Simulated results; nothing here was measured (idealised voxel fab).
The following is a process module called voxel spacer lines.
Xsec cut, 140 nm wide, square cell size 5 nm.
Bands, listed from the top down, are how a cross-section gets written in this document; the cross-section itself is a grid of square cells, and a band is one or more rows of them.
Basically the band line says how high the top is and how high the bottom is, in nm, and then what's in it from left to right, every material with its width in nm. Empty space shows up as "empty", and if a single material carries "all across" it runs the full band edge to edge.
Ref level 0: as-received wafer is one material below here. Bottom band extends down with no lower bound ("0 and below").
The width entry "30->40" should be interpreted row by row: the top row of cells in the band takes the first number, the bottom row takes the second number, and the change between adjacent rows is uniform throughout.
When a step is marked "remains unaltered", none of the cells in the cross-section changed during that step.
Empty spaces without an open route to the top, at least 8 cells in extent, make up the entry "Unvented cavities"; each is given as width x height at distance, where the distance is measured from the left edge, and all are in nm.
Anything after a step's settings on that line? It's the simulator's own note about the step.
"overlay nm" on a masked step: distance the mask lay right of its planned place, negative for left.

-- Intended process steps
- 1: RECEIVE, material Si
- 2: CONFORMAL_DEP, material SiO2, thk nm 5
- 3: DIRECTIONAL_DEP, material TiN, thk nm 20
- 4: DIRECTIONAL_DEP, material aC, thk nm 20
- 5: PATTERN, tone cover, mask id MANDREL, material resist, width nm 15, pitch nm 60, thk nm 30, overlay nm 0
- 6: DIRECTIONAL_ETCH, etch materials aC, depth nm 20
- 7: STRIP, etch materials resist
- 8: CONFORMAL_DEP, material SiN, thk nm 10
- 9: DIRECTIONAL_ETCH, etch materials SiN, depth nm 10
- 10: STRIP, etch materials aC
- 11: DIRECTIONAL_ETCH, etch materials TiN, depth nm 20
- 12: STRIP, etch materials SiN
- 13: FILL_DEP, material SiO2, thk nm 5
- 14: CMP, height nm 25
Same starting wafers, different width nm at step 5. Plan value belongs to the first wafer.

-- The first of several wafers, as received after step 1, seen in section
> 0 and below = Si all across
> Unvented cavities: none

-- Last step of the module is step 14; after it, the first of several wafers in cross-section
> 25 down to 5 = 25 SiO2, 10 TiN, 15 SiO2, 10 TiN, 25 SiO2, 10 TiN, 15 SiO2, 10 TiN, 20 SiO2
> 5 down to 0 = SiO2 all across
> 0 and below = Si all across
> Unvented cavities: none

-- last wafer at the end
> 25 down to 5 = 15 SiO2, 10 TiN, 35 SiO2, 10 TiN, 5 SiO2, 10 TiN, 35 SiO2, 10 TiN, 10 SiO2
> 5 down to 0 = SiO2 all across
> 0 and below = Si all across
> Unvented cavities: none

-- Per-wafer rows below. For each material: cells gained (+) or lost (-) since the wafer was received, as of end of module. Then: closed voids
width nm 15 | +108 SiO2 | +32 TiN | Unvented cavities: none
width nm 20 | +108 SiO2 | +32 TiN | Unvented cavities: none
width nm 25 | +108 SiO2 | +32 TiN | Unvented cavities: none
width nm 30 | +108 SiO2 | +32 TiN | Unvented cavities: none
width nm 35 | +108 SiO2 | +32 TiN | Unvented cavities: none
